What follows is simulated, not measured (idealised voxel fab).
Documented hereafter: the process module known as voxel wiring stack.
FYI the section here is cut, 295 nm wide, cells are 5 nm squares.
Cross-section = grid of square cells, listed top down in bands; band = one or more rows. Look at the band entry: it leads with the top's height and the bottom's height in nm. Then it lists the materials left to right, with a width in nm for each. The word "edge to edge" on a single material says that material fills the band edge to edge. The word "empty" is empty space. Height datum 0, below which the as-received substrate wafer is one material. Lowest band open at the bottom, running downward: "0 down". Note: "30 to 40" means the width goes from the first number (top row of the band) to the second number (bottom row) in equal steps per row of cells. Where a step carries "no alteration", the cross-section came out of it unchanged, cell for cell. Unvented voids: empty space of 8 cells or more with no open way to the top, each as width x height at its distance from the left edge, in nm. What comes after the settings on a step's line is commentary from the simulator itself on that step. On any step carrying a mask, the "overlay nm" setting, if present on the step's line, tells how far right of its planned place the mask lay; negative values point to the left.

Process steps (planned):
1) RECEIVE with material Si
2) CONFORMAL_DEP with material SiO2, thk nm 10
3) CONFORMAL_DEP with material SiCN, thk nm 5
4) DIRECTIONAL_DEP with material lowk, thk nm 25
5) PATTERN with tone open, mask id METAL_1, material resist, width nm 25, pitch nm 45, thk nm 15, overlay nm 0
6) DIRECTIONAL_ETCH with etch materials lowk, depth nm 25
7) DIRECTIONAL_ETCH with etch materials SiCN, depth nm 5
8) STRIP with etch materials resist
9) CONFORMAL_DEP with material TiN, thk nm 5
10) FILL_DEP with material Cu, thk nm 5
11) CMP with height nm 40
12) CONFORMAL_DEP with material SiCN, thk nm 5
13) DIRECTIONAL_DEP with material lowk, thk nm 15
14) DIRECTIONAL_DEP with material aC, thk nm 15
15) PATTERN with tone open, mask id PLUG_1, material resist, width nm 15, thk nm 35, overlay nm 0
16) DIRECTIONAL_ETCH with etch materials aC, depth nm 15
17) STRIP with etch materials resist
18) DIRECTIONAL_ETCH with etch materials lowk, depth nm 15
19) DIRECTIONAL_ETCH with etch materials SiCN, depth nm 5
20) STRIP with etch materials aC
21) EPI with material Ru, thk nm 10
22) EPI with material Ru, thk nm 10
23) CONFORMAL_DEP with material SiCN, thk nm 5
24) DIRECTIONAL_DEP with material lowk, thk nm 15
25) PATTERN with tone open, mask id METAL_2, material resist, width nm 25, pitch nm 45, thk nm 20, overlay nm 0
26) DIRECTIONAL_ETCH with etch materials lowk, depth nm 15
27) DIRECTIONAL_ETCH with etch materials SiCN, depth nm 5
28) STRIP with etch materials resist
29) CONFORMAL_DEP with material TiN, thk nm 5
30) FILL_DEP with material Ru, thk nm 5
31) CMP with height nm 80
32) CONFORMAL_DEP with material SiCN, thk nm 5
33) DIRECTIONAL_DEP with material SiO2, thk nm 20
34) PATTERN with tone open, mask id PLUG_2, material resist, width nm 15, thk nm 20, overlay nm 0
35) DIRECTIONAL_ETCH with etch materials SiO2, depth nm 20
36) DIRECTIONAL_ETCH with etch materials SiCN, depth nm 5
37) STRIP with etch materials resist
38) CONFORMAL_DEP with material TiN, thk nm 5
39) FILL_DEP with material Cu, thk nm 5
40) CMP with height nm 105
41) DIRECTIONAL_DEP with material TiN, thk nm 5
42) DIRECTIONAL_DEP with material Ru, thk nm 25
43) DIRECTIONAL_DEP with material aC, thk nm 10
44) PATTERN with tone cover, mask id METAL_3, material resist, width nm 25, pitch nm 45, thk nm 25, overlay nm 0
45) DIRECTIONAL_ETCH with etch materials aC, depth nm 10
46) STRIP with etch materials resist
47) DIRECTIONAL_ETCH with etch materials Ru, depth nm 25
48) DIRECTIONAL_ETCH with etch materials TiN, depth nm 5
49) STRIP with etch materials aC
50) CONFORMAL_DEP with material SiN, thk nm 5
51) FILL_DEP with material SiO2, thk nm 5
52) CMP with height nm 135
53) CONFORMAL_DEP with material SiN, thk nm 5

So this is the incoming wafer in cross-section - it's already been through step 1:
	0 down | Si edge to edge
	Unvented voids: none

The following cross-section depicts the wafer upon conclusion of the module. Processing commenced from the starting condition illustrated above and adhered to the plan illustrated above, save for one mistake in execution:
	140 to 135 | SiN edge to edge
	135 to 110 | SiO2: 105 | SiN: 5 | Ru: 25 | SiN: 5 | SiO2: 10 | SiN: 5 | Ru: 25 | SiN: 5 | SiO2: 110
	110 to 105 | SiN: 110 | TiN: 25 | SiN: 20 | TiN: 25 | SiN: 115
	105 to 85 | SiO2: 110 | TiN: 5 | Cu: 5 | TiN: 5 | SiO2: 170
	85 to 80 | SiCN: 110 | TiN: 15 | SiCN: 170
	80 to 65 | lowk: 110 | TiN: 5 | Ru: 15 | TiN: 5 | lowk: 20 | TiN: 5 | Ru: 15 | TiN: 5 | lowk: 115
	65 to 60 | SiCN: 110 | TiN: 25 | SiCN: 20 | TiN: 25 | SiCN: 115
	60 to 55 | SiCN: 115 | TiN: 5 | SiCN: 175
	55 to 40 | lowk edge to edge
	40 to 15 | lowk: 110 | TiN: 5 | Cu: 15 | TiN: 5 | lowk: 20 | TiN: 5 | Cu: 15 | TiN: 5 | lowk: 115
	15 to 10 | SiCN: 110 | TiN: 25 | SiCN: 20 | TiN: 25 | SiCN: 115
	10 to 0 | SiO2 edge to edge
	0 down | Si edge to edge
	Unvented voids: none
Misprocessing identified: steps 12 and 13 traded places in the executed sequence
